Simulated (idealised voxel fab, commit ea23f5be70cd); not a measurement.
process module | voxel local oxidation
cross-section cut | 205 nm wide | cells 5 nm
A cross-section is a grid of square cells, given in bands from the top down. A band is one or more rows of cells.
Each band's line starts with the height of the band's top and of its bottom, in nm. Then come its materials from left to right, each with its width in nm. One material with "throughout" fills the band from edge to edge. "air" is empty space.
Height 0 is the level under which the wafer as received is all one material. The lowest band goes on downwards, as in "0 down".
A width such as "30 to 40" changes by the same amount from each row of cells to the next, from the band's top row to its bottom row.
"no change" after a step means that no cell of the cross-section changed.
closed voids: empty space of 8 cells or more with no open way to the top, each as width x height at its distance from the left edge, in nm
after a step's settings: what the simulator itself notes on the step
overlay nm, on a step with a mask: how far to the right of its planned place the mask lay; to the left if negative
plan
1 op RECEIVE | material Si
2 op OXIDIZE | depth nm 5
3 op CONFORMAL_DEP | material SiN | thk nm 15
4 op DIRECTIONAL_DEP | material aC | thk nm 15
5 op PATTERN | tone cover | mask id ACTIVE | material resist | width nm 130 | thk nm 35 | overlay nm -15
6 op DIRECTIONAL_ETCH | etch materials aC | depth nm 15
7 op STRIP | etch materials resist
8 op DIRECTIONAL_ETCH | etch materials SiN | depth nm 15
9 op STRIP | etch materials aC
10 op SELECTIVE_ETCH | etch materials SiO2 | depth nm 5
11 op OXIDIZE | depth nm 15
12 op STRIP | etch materials SiN
varied across the wafers: overlay nm of step 5. The plan shows the first wafer's value. All wafers start alike
first wafer as received, after step 1
  0 down: Si throughout
  closed voids: none
first wafer at the end, after step 12
  0 to -5: air 25 | SiO2 120 | air 60
  -5 to -20: SiO2 40 | Si 90 | SiO2 75
  -20 down: Si throughout
  closed voids: none
last wafer at the end
  0 to -5: air 55 | SiO2 120 | air 30
  -5 to -20: SiO2 70 | Si 90 | SiO2 45
  -20 down: Si throughout
  closed voids: none
each wafer at the end: cells of each material gained (+) or lost (-) since it was received, then its closed voids
overlay nm -15 | -110 Si | +93 SiO2 | closed voids: none
overlay nm -10 | -110 Si | +93 SiO2 | closed voids: none
overlay nm -5 | -110 Si | +93 SiO2 | closed voids: none
overlay nm 0 | -110 Si | +93 SiO2 | closed voids: none
overlay nm 5 | -110 Si | +93 SiO2 | closed voids: none
overlay nm 10 | -110 Si | +93 SiO2 | closed voids: none
overlay nm 15 | -110 Si | +93 SiO2 | closed voids: none
